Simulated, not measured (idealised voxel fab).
process module | voxel capacitor over wiring
cross-section cut | 165 nm wide | cells 5 nm
A cross-section is a grid of square cells, given in bands from the top down. A band is one or more rows of cells.
Each band's line starts with the height of the band's top and of its bottom, in nm. Then come its materials from left to right, each with its width in nm. One material with "throughout" fills the band from edge to edge. "air" is empty space.
Height 0 is the level under which the wafer as received is all one material. The lowest band goes on downwards, as in "0 down".
A width such as "30 to 40" changes by the same amount from each row of cells to the next, from the band's top row to its bottom row.
"no change" after a step means that no cell of the cross-section changed.
closed voids: empty space of 8 cells or more with no open way to the top, each as width x height at its distance from the left edge, in nm
after a step's settings: what the simulator itself notes on the step
overlay nm, on a step with a mask: how far to the right of its planned place the mask lay; to the left if negative
plan
1 op RECEIVE | material Si
2 op CONFORMAL_DEP | material SiO2 | thk nm 10
3 op CONFORMAL_DEP | material SiN | thk nm 5
4 op DIRECTIONAL_DEP | material lowk | thk nm 20
5 op DIRECTIONAL_DEP | material aC | thk nm 15
6 op PATTERN | tone open | mask id METAL_1 | material resist | width nm 20 | pitch nm 90 | thk nm 35 | overlay nm 0
7 op DIRECTIONAL_ETCH | etch materials aC | depth nm 15
8 op STRIP | etch materials resist
9 op DIRECTIONAL_ETCH | etch materials lowk | depth nm 20
10 op DIRECTIONAL_ETCH | etch materials SiN | depth nm 5
11 op STRIP | etch materials aC
12 op CONFORMAL_DEP | material TiN | thk nm 5
13 op FILL_DEP | material Cu | thk nm 5
14 op CMP | height nm 35
15 op CONFORMAL_DEP | material SiCN | thk nm 5
16 op DIRECTIONAL_DEP | material lowk | thk nm 20
17 op PATTERN | tone open | mask id PLUG_1 | material resist | width nm 15 | thk nm 15 | overlay nm 0
18 op DIRECTIONAL_ETCH | etch materials lowk | depth nm 20
19 op DIRECTIONAL_ETCH | etch materials SiCN | depth nm 5
20 op STRIP | etch materials resist
21 op EPI | material Ru | thk nm 10
22 op EPI | material Ru | thk nm 10
23 op EPI | material Ru | thk nm 5
24 op DIRECTIONAL_DEP | material TiN | thk nm 5
25 op DIRECTIONAL_DEP | material HfO2 | thk nm 5
26 op DIRECTIONAL_DEP | material TiN | thk nm 5
27 op MASKED_ETCH | tone cover | mask id UPPER_PLATE | width nm 75 | etch materials TiN | depth nm 5 | overlay nm 0
28 op MASKED_ETCH | tone cover | mask id UPPER_PLATE | width nm 75 | etch materials HfO2 | depth nm 5 | overlay nm 0
29 op PATTERN | tone cover | mask id LOWER_PLATE | material resist | width nm 85 | thk nm 20 | overlay nm 0
30 op DIRECTIONAL_ETCH | etch materials TiN | depth nm 5
31 op STRIP | etch materials resist
32 op FILL_DEP | material SiO2 | thk nm 15
33 op CMP | height nm 85
34 op DIRECTIONAL_DEP | material aC | thk nm 10
35 op PATTERN | tone open | mask id PLUG_2 | material resist | width nm 15 | thk nm 30 | overlay nm 0
36 op DIRECTIONAL_ETCH | etch materials aC | depth nm 10
37 op STRIP | etch materials resist
38 op DIRECTIONAL_ETCH | etch materials SiO2 | depth nm 10
39 op STRIP | etch materials aC
40 op CONFORMAL_DEP | material TiN | thk nm 5
41 op FILL_DEP | material Cu | thk nm 10
42 op CMP | height nm 85
43 op CONFORMAL_DEP | material SiCN | thk nm 5
as received, after step 1
  0 down: Si throughout
  closed voids: none
a wafer at the end: this start, this plan, one mistake
  90 to 85: SiCN throughout
  85 to 80: SiO2 40 | TiN 5 | Cu 5 | TiN 5 | SiO2 110
  80 to 75: SiO2 40 | TiN 15 | SiO2 110
  75 to 70: SiO2 25 | TiN 5 | SiO2 75 | TiN 5 | SiO2 55
  70 to 65: HfO2 throughout
  65 to 60: TiN throughout
  60 to 40: lowk 30 | Ru 15 | lowk 120
  40 to 35: SiCN 30 | Ru 15 | SiCN 120
  35 to 15: lowk 25 | TiN 5 | Cu 10 | TiN 5 | lowk 70 | TiN 5 | Cu 10 | TiN 5 | lowk 30
  15 to 10: SiN 25 | TiN 20 | SiN 70 | TiN 20 | SiN 30
  10 to 0: SiO2 throughout
  0 down: Si throughout
  closed voids: none
what went wrong: step 27 ran as: op MASKED_ETCH | tone open | mask id UPPER_PLATE | width nm 75 | etch materials TiN | depth nm 5 | overlay nm 0
